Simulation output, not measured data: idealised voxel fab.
The following is a process module called voxel capacitor over wiring.
Square cell edge 5 nm, section width 245 nm, ID cut.
Cross-sections here: square-cell grids, written as top-down lists of bands, a band being one or more rows of cells.
First you get the band's top height and its bottom height, in nm, and then the materials it's made of, left to right, with each width in nm. If you see a single material with "all across", that one covers the band edge to edge. "blank" is empty space.
Heads up on the height convention: 0 is the point under which the incoming wafer is all one material, and the lowest band has no bottom, it just keeps going down, like "0 down".
When a width is written as two numbers, as in "30 to 40", the first number is the width in the top row of cells of the band and the second is the width in its bottom row, and the width changes by the same amount from each row to the next.
Step note "no alterations made" = no cross-section cell changed.
"Voids, sealed" enumerates empty spaces isolated from the top, with no open way to it, that contain at least 8 cells, giving each as width x height at distance from the left edge, all three in nm.
Post-settings text on a step line: simulator's own remark regarding the step.
"overlay nm" denotes, for a step that has a mask, the displacement of the mask to the right of its planned place, with negative values corresponding to the left.
**Intended process steps**
step 1: op RECEIVE | material Si
step 2: op CONFORMAL_DEP | material SiO2 | thk nm 15
step 3: op DIRECTIONAL_DEP | material TiN | thk nm 5
step 4: op DIRECTIONAL_DEP | material Ru | thk nm 20
step 5: op PATTERN | tone cover | mask id METAL_1 | material resist | width nm 25 | pitch nm 75 | thk nm 20 | overlay nm 0
step 6: op DIRECTIONAL_ETCH | etch materials Ru | depth nm 20
step 7: op DIRECTIONAL_ETCH | etch materials TiN | depth nm 5
step 8: op STRIP | etch materials resist
step 9: op CONFORMAL_DEP | material SiN | thk nm 5
step 10: op FILL_DEP | material lowk | thk nm 10
step 11: op CMP | height nm 40
step 12: op CONFORMAL_DEP | material SiCN | thk nm 5
step 13: op DIRECTIONAL_DEP | material SiO2 | thk nm 10
step 14: op PATTERN | tone open | mask id PLUG_1 | material resist | width nm 15 | thk nm 20 | overlay nm 0
step 15: op DIRECTIONAL_ETCH | etch materials SiO2 | depth nm 10
step 16: op DIRECTIONAL_ETCH | etch materials SiCN | depth nm 5
step 17: op STRIP | etch materials resist
step 18: op CONFORMAL_DEP | material TiN | thk nm 5
step 19: op FILL_DEP | material Ru | thk nm 5
step 20: op CMP | height nm 55
step 21: op DIRECTIONAL_DEP | material TiN | thk nm 5
step 22: op DIRECTIONAL_DEP | material HfO2 | thk nm 5
step 23: op DIRECTIONAL_DEP | material TiN | thk nm 10
step 24: op DIRECTIONAL_DEP | material aC | thk nm 10
step 25: op PATTERN | tone cover | mask id UPPER_PLATE | material resist | width nm 55 | thk nm 30 | overlay nm 0
step 26: op DIRECTIONAL_ETCH | etch materials aC | depth nm 10
step 27: op STRIP | etch materials resist
step 28: op DIRECTIONAL_ETCH | etch materials TiN | depth nm 10
step 29: op DIRECTIONAL_ETCH | etch materials HfO2 | depth nm 5
step 30: op STRIP | etch materials aC
step 31: op DIRECTIONAL_DEP | material aC | thk nm 15
step 32: op PATTERN | tone cover | mask id LOWER_PLATE | material resist | width nm 65 | thk nm 30 | overlay nm 0
step 33: op DIRECTIONAL_ETCH | etch materials aC | depth nm 15
step 34: op STRIP | etch materials resist
step 35: op DIRECTIONAL_ETCH | etch materials TiN | depth nm 5
step 36: op STRIP | etch materials aC
step 37: op FILL_DEP | material SiO2 | thk nm 20
step 38: op CMP | height nm 90
step 39: op DIRECTIONAL_DEP | material aC | thk nm 10
step 40: op PATTERN | tone open | mask id PLUG_2 | material resist | width nm 15 | thk nm 30 | overlay nm 0
step 41: op DIRECTIONAL_ETCH | etch materials aC | depth nm 10
step 42: op STRIP | etch materials resist
step 43: op DIRECTIONAL_ETCH | etch materials SiO2 | depth nm 15
step 44: op STRIP | etch materials aC
step 45: op CONFORMAL_DEP | material TiN | thk nm 5
step 46: op FILL_DEP | material Cu | thk nm 10
step 47: op CMP | height nm 90
step 48: op CONFORMAL_DEP | material SiCN | thk nm 5
**as received, after step 1**
> 0 down: Si all across
> Voids, sealed: none
**First of two wafers: cross-section at end of module, run per plan**
> 95 to 90: SiCN all across
> 90 to 80: SiO2=90  TiN=5  Cu=5  TiN=5  SiO2=140
> 80 to 75: SiO2=90  TiN=15  SiO2=140
> 75 to 65: SiO2=80  TiN=55  SiO2=110
> 65 to 60: SiO2=80  HfO2=55  SiO2=110
> 60 to 55: SiO2=75  TiN=65  SiO2=105
> 55 to 45: SiO2=80  TiN=5  Ru=5  TiN=5  SiO2=150
> 45 to 40: SiCN=80  TiN=15  SiCN=150
> 40 to 20: lowk=65  SiN=5  Ru=25  SiN=5  lowk=40  SiN=5  Ru=25  SiN=5  lowk=70
> 20 to 15: SiN=70  TiN=25  SiN=50  TiN=25  SiN=75
> 15 to 0: SiO2 all across
> 0 down: Si all across
> Voids, sealed: none
**This cross-section belongs to the second wafer of two at the end of the module; the start and the plan were shared with the first, and the run included one mistake**
> 95 to 90: SiCN all across
> 90 to 80: SiO2=90  TiN=5  Cu=5  TiN=5  SiO2=140
> 80 to 75: SiO2=90  TiN=15  SiO2=140
> 75 to 65: SiO2=80  TiN=55  SiO2=110
> 65 to 60: SiO2=80  HfO2=55  SiO2=110
> 60 to 55: SiO2=75  TiN=65  SiO2=105
> 55 to 45: SiO2=80  TiN=5  Ru=5  TiN=5  SiO2=150
> 45 to 40: SiCN=80  TiN=15  SiCN=150
> 40 to 35: lowk=65  SiN=5  Ru=25  SiN=5  lowk=40  SiN=5  Ru=25  SiN=5  lowk=70
> 35 to 30: SiN=70  TiN=25  SiN=50  TiN=25  SiN=75
> 30 to 0: SiO2 all across
> 0 down: Si all across
> Voids, sealed: none
The plan and the run diverged here: step 2 of the plan was twice carried out
The second wafer ends with more or fewer cells of some materials than the first, per final count: -30 Ru; -12 SiN; +147 SiO2; -105 lowk
